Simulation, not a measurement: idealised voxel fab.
Name of the process module below: voxel ribs on slabs
cross-section cut | 145 nm wide | cells 5 nm
How to read a cross-section here: the picture is a grid of square cells, written as bands going from the top down, and any band can span one or more rows of cells. What a band's entry tells you: where the top is and where the bottom is, as heights in nm, and after that what lies inside, material by material from left to right, each with its width in nm. Empty space is written as the word "blank", and a single material marked with the word "full width" occupies the band from edge to edge. Height reference: 0 = level under which incoming wafer is all one material. Lowest band: no bottom, runs on downward, e.g. "0..down". The width entry "30->40" should be interpreted row by row: the top row of cells in the band takes the first number, the bottom row takes the second number, and the change between adjacent rows is uniform throughout. "nothing got changed" means the step left every cell of the cross-section as it was. Empty spaces without an open route to the top, at least 8 cells in extent, make up the entry "Sealed internal cavities"; each is given as width x height at distance, where the distance is measured from the left edge, and all are in nm. What comes after the settings on a step's line is commentary from the simulator itself on that step. overlay nm: mask right of planned place by this much (step with mask). Neg. = left.
PLANNED PROCESS STEPS
1: RECEIVE | material Si
2: DIRECTIONAL_DEP | material SiO2 | thk nm 25
3: DIRECTIONAL_DEP | material polySi | thk nm 20
4: DIRECTIONAL_DEP | material aC | thk nm 15
5: PATTERN | tone cover | mask id RIB | material resist | width nm 30 | thk nm 30 | overlay nm 0
6: DIRECTIONAL_ETCH | etch materials aC | depth nm 15
7: STRIP | etch materials resist
8: DIRECTIONAL_ETCH | etch materials polySi | depth nm 10
9: STRIP | etch materials aC
10: DIRECTIONAL_DEP | material aC | thk nm 10
11: PATTERN | tone cover | mask id SLAB | material resist | width nm 80 | thk nm 25 | overlay nm 0
12: DIRECTIONAL_ETCH | etch materials aC | depth nm 10
13: STRIP | etch materials resist
14: DIRECTIONAL_ETCH | etch materials polySi | depth nm 10
15: STRIP | etch materials aC
16: FILL_DEP | material SiO2 | thk nm 20
17: CMP | height nm 55
18: DIRECTIONAL_DEP | material W | thk nm 5
19: DIRECTIONAL_DEP | material aC | thk nm 15
20: PATTERN | tone cover | mask id HEATER | material resist | width nm 40 | thk nm 30 | overlay nm 0
21: DIRECTIONAL_ETCH | etch materials aC | depth nm 15
22: STRIP | etch materials resist
23: DIRECTIONAL_ETCH | etch materials W | depth nm 5
24: STRIP | etch materials aC
25: CONFORMAL_DEP | material SiO2 | thk nm 10
RUN AS PLANNED: FIRST OF TWO WAFERS
THE CROSS-SECTION HERE SHOWS THE WAFER AS RECEIVED, I.E. IN ITS STATE AFTER STEP 1
- 0..down = Si full width
- Sealed internal cavities: none
CROSS-SECTION OF THE WAFER AFTER STEP 2
- 25..0 = SiO2 full width
- At heights below 0, the structure remains unaltered.
CROSS-SECTION OF THE WAFER AFTER STEP 3
- 45..25 = polySi full width
- At heights below 25, the structure remains unaltered.
CROSS-SECTION OF THE WAFER AFTER STEP 4
- 60..45 = aC full width
- At heights below 45, the structure remains unaltered.
CROSS-SECTION OF THE WAFER AFTER STEP 5
- 90..60 = 55 blank  30 resist  60 blank
- At heights below 60, the structure remains unaltered.
CROSS-SECTION OF THE WAFER AFTER STEP 6
- 75..60 = 55 blank  30 resist  60 blank
- 60..45 = 55 blank  30 aC  60 blank
- At heights below 45, the structure remains unaltered.
CROSS-SECTION OF THE WAFER AFTER STEP 7
- 60..45 = 55 blank  30 aC  60 blank
- At heights below 45, the structure remains unaltered.
CROSS-SECTION OF THE WAFER AFTER STEP 8
- 60..45 = 55 blank  30 aC  60 blank
- 45..35 = 55 blank  30 polySi  60 blank
- At heights below 35, the structure remains unaltered.
CROSS-SECTION OF THE WAFER AFTER STEP 9
- 45..35 = 55 blank  30 polySi  60 blank
- At heights below 35, the structure remains unaltered.
CROSS-SECTION OF THE WAFER AFTER STEP 10
- 55..45 = 55 blank  30 aC  60 blank
- 45..35 = 55 aC  30 polySi  60 aC
- At heights below 35, the structure remains unaltered.
CROSS-SECTION OF THE WAFER AFTER STEP 11
- 80..55 = 30 blank  80 resist  35 blank
- 55..45 = 30 blank  25 resist  30 aC  25 resist  35 blank
- At heights below 45, the structure remains unaltered.
CROSS-SECTION OF THE WAFER AFTER STEP 12
- 70..55 = 30 blank  80 resist  35 blank
- 55..45 = 30 blank  25 resist  30 aC  25 resist  35 blank
- 45..35 = 30 blank  25 aC  30 polySi  25 aC  35 blank
- At heights below 35, the structure remains unaltered.
CROSS-SECTION OF THE WAFER AFTER STEP 13
- 55..45 = 55 blank  30 aC  60 blank
- At heights below 45, the structure remains unaltered.
CROSS-SECTION OF THE WAFER AFTER STEP 14
- 55..45 = 55 blank  30 aC  60 blank
- 45..35 = 30 blank  25 aC  30 polySi  25 aC  35 blank
- 35..25 = 30 blank  80 polySi  35 blank
- At heights below 25, the structure remains unaltered.
CROSS-SECTION OF THE WAFER AFTER STEP 15
- 45..35 = 55 blank  30 polySi  60 blank
- At heights below 35, the structure remains unaltered.
CROSS-SECTION OF THE WAFER AFTER STEP 16
- 65..45 = SiO2 full width
- 45..35 = 55 SiO2  30 polySi  60 SiO2
- 35..25 = 30 SiO2  80 polySi  35 SiO2
- At heights below 25, the structure remains unaltered.
CROSS-SECTION OF THE WAFER AFTER STEP 17
- 55..45 = SiO2 full width
- At heights below 45, the structure remains unaltered.
CROSS-SECTION OF THE WAFER AFTER STEP 18
- 60..55 = W full width
- At heights below 55, the structure remains unaltered.
CROSS-SECTION OF THE WAFER AFTER STEP 19
- 75..60 = aC full width
- At heights below 60, the structure remains unaltered.
CROSS-SECTION OF THE WAFER AFTER STEP 20
- 105..75 = 50 blank  40 resist  55 blank
- At heights below 75, the structure remains unaltered.
CROSS-SECTION OF THE WAFER AFTER STEP 21
- 90..75 = 50 blank  40 resist  55 blank
- 75..60 = 50 blank  40 aC  55 blank
- At heights below 60, the structure remains unaltered.
CROSS-SECTION OF THE WAFER AFTER STEP 22
- 75..60 = 50 blank  40 aC  55 blank
- At heights below 60, the structure remains unaltered.
CROSS-SECTION OF THE WAFER AFTER STEP 23
- 75..60 = 50 blank  40 aC  55 blank
- 60..55 = 50 blank  40 W  55 blank
- At heights below 55, the structure remains unaltered.
CROSS-SECTION OF THE WAFER AFTER STEP 24
- 60..55 = 50 blank  40 W  55 blank
- At heights below 55, the structure remains unaltered.
CROSS-SECTION OF THE WAFER AFTER STEP 25
- 70..65 = 40 blank  60 SiO2  45 blank
- 65..60 = SiO2 full width
- 60..55 = 50 SiO2  40 W  55 SiO2
- At heights below 55, the structure remains unaltered.
WAFER TWO. IDENTICAL START, IDENTICAL PLAN. ONE MISTAKE IN EXECUTION. IDENTICAL HISTORY THROUGH STEP 1
THE SECOND WAFER IN CROSS-SECTION, AT THE PLANNED CLOSE OF STEP 2
- 25..0 = W full width
- At heights below 0, the structure remains unaltered.
THE SECOND WAFER IN CROSS-SECTION, AT THE PLANNED CLOSE OF STEP 3
- 45..25 = polySi full width
- At heights below 25, the structure remains unaltered.
THE SECOND WAFER IN CROSS-SECTION, AT THE PLANNED CLOSE OF STEP 4
- 60..45 = aC full width
- At heights below 45, the structure remains unaltered.
THE SECOND WAFER IN CROSS-SECTION, AT THE PLANNED CLOSE OF STEP 5
- 90..60 = 55 blank  30 resist  60 blank
- At heights below 60, the structure remains unaltered.
THE SECOND WAFER IN CROSS-SECTION, AT THE PLANNED CLOSE OF STEP 6
- 75..60 = 55 blank  30 resist  60 blank
- 60..45 = 55 blank  30 aC  60 blank
- At heights below 45, the structure remains unaltered.
THE SECOND WAFER IN CROSS-SECTION, AT THE PLANNED CLOSE OF STEP 7
- 60..45 = 55 blank  30 aC  60 blank
- At heights below 45, the structure remains unaltered.
THE SECOND WAFER IN CROSS-SECTION, AT THE PLANNED CLOSE OF STEP 8
- 60..45 = 55 blank  30 aC  60 blank
- 45..35 = 55 blank  30 polySi  60 blank
- At heights below 35, the structure remains unaltered.
THE SECOND WAFER IN CROSS-SECTION, AT THE PLANNED CLOSE OF STEP 9
- 45..35 = 55 blank  30 polySi  60 blank
- At heights below 35, the structure remains unaltered.
THE SECOND WAFER IN CROSS-SECTION, AT THE PLANNED CLOSE OF STEP 10
- 55..45 = 55 blank  30 aC  60 blank
- 45..35 = 55 aC  30 polySi  60 aC
- At heights below 35, the structure remains unaltered.
THE SECOND WAFER IN CROSS-SECTION, AT THE PLANNED CLOSE OF STEP 11
- 80..55 = 30 blank  80 resist  35 blank
- 55..45 = 30 blank  25 resist  30 aC  25 resist  35 blank
- At heights below 45, the structure remains unaltered.
THE SECOND WAFER IN CROSS-SECTION, AT THE PLANNED CLOSE OF STEP 12
- 70..55 = 30 blank  80 resist  35 blank
- 55..45 = 30 blank  25 resist  30 aC  25 resist  35 blank
- 45..35 = 30 blank  25 aC  30 polySi  25 aC  35 blank
- At heights below 35, the structure remains unaltered.
THE SECOND WAFER IN CROSS-SECTION, AT THE PLANNED CLOSE OF STEP 13
- 55..45 = 55 blank  30 aC  60 blank
- At heights below 45, the structure remains unaltered.
THE SECOND WAFER IN CROSS-SECTION, AT THE PLANNED CLOSE OF STEP 14
- 55..45 = 55 blank  30 aC  60 blank
- 45..35 = 30 blank  25 aC  30 polySi  25 aC  35 blank
- 35..25 = 30 blank  80 polySi  35 blank
- At heights below 25, the structure remains unaltered.
THE SECOND WAFER IN CROSS-SECTION, AT THE PLANNED CLOSE OF STEP 15
- 45..35 = 55 blank  30 polySi  60 blank
- At heights below 35, the structure remains unaltered.
THE SECOND WAFER IN CROSS-SECTION, AT THE PLANNED CLOSE OF STEP 16
- 65..45 = SiO2 full width
- 45..35 = 55 SiO2  30 polySi  60 SiO2
- 35..25 = 30 SiO2  80 polySi  35 SiO2
- At heights below 25, the structure remains unaltered.
THE SECOND WAFER IN CROSS-SECTION, AT THE PLANNED CLOSE OF STEP 17
- 55..45 = SiO2 full width
- At heights below 45, the structure remains unaltered.
THE SECOND WAFER IN CROSS-SECTION, AT THE PLANNED CLOSE OF STEP 18
- 60..55 = W full width
- At heights below 55, the structure remains unaltered.
THE SECOND WAFER IN CROSS-SECTION, AT THE PLANNED CLOSE OF STEP 19
- 75..60 = aC full width
- At heights below 60, the structure remains unaltered.
THE SECOND WAFER IN CROSS-SECTION, AT THE PLANNED CLOSE OF STEP 20
- 105..75 = 50 blank  40 resist  55 blank
- At heights below 75, the structure remains unaltered.
THE SECOND WAFER IN CROSS-SECTION, AT THE PLANNED CLOSE OF STEP 21
- 90..75 = 50 blank  40 resist  55 blank
- 75..60 = 50 blank  40 aC  55 blank
- At heights below 60, the structure remains unaltered.
THE SECOND WAFER IN CROSS-SECTION, AT THE PLANNED CLOSE OF STEP 22
- 75..60 = 50 blank  40 aC  55 blank
- At heights below 60, the structure remains unaltered.
THE SECOND WAFER IN CROSS-SECTION, AT THE PLANNED CLOSE OF STEP 23
- 75..60 = 50 blank  40 aC  55 blank
- 60..55 = 50 blank  40 W  55 blank
- At heights below 55, the structure remains unaltered.
THE SECOND WAFER IN CROSS-SECTION, AT THE PLANNED CLOSE OF STEP 24
- 60..55 = 50 blank  40 W  55 blank
- At heights below 55, the structure remains unaltered.
THE SECOND WAFER IN CROSS-SECTION, AT THE PLANNED CLOSE OF STEP 25
- 70..65 = 40 blank  60 SiO2  45 blank
- 65..60 = SiO2 full width
- 60..55 = 50 SiO2  40 W  55 SiO2
- At heights below 55, the structure remains unaltered.
Misprocessing identified: the process deviated at step 2: the operation and settings actually run there were DIRECTIONAL_DEP | material W | thk nm 25
Final wafer comparison in cells, second versus first, more or fewer per material: 145 fewer of SiO2; 145 more of W
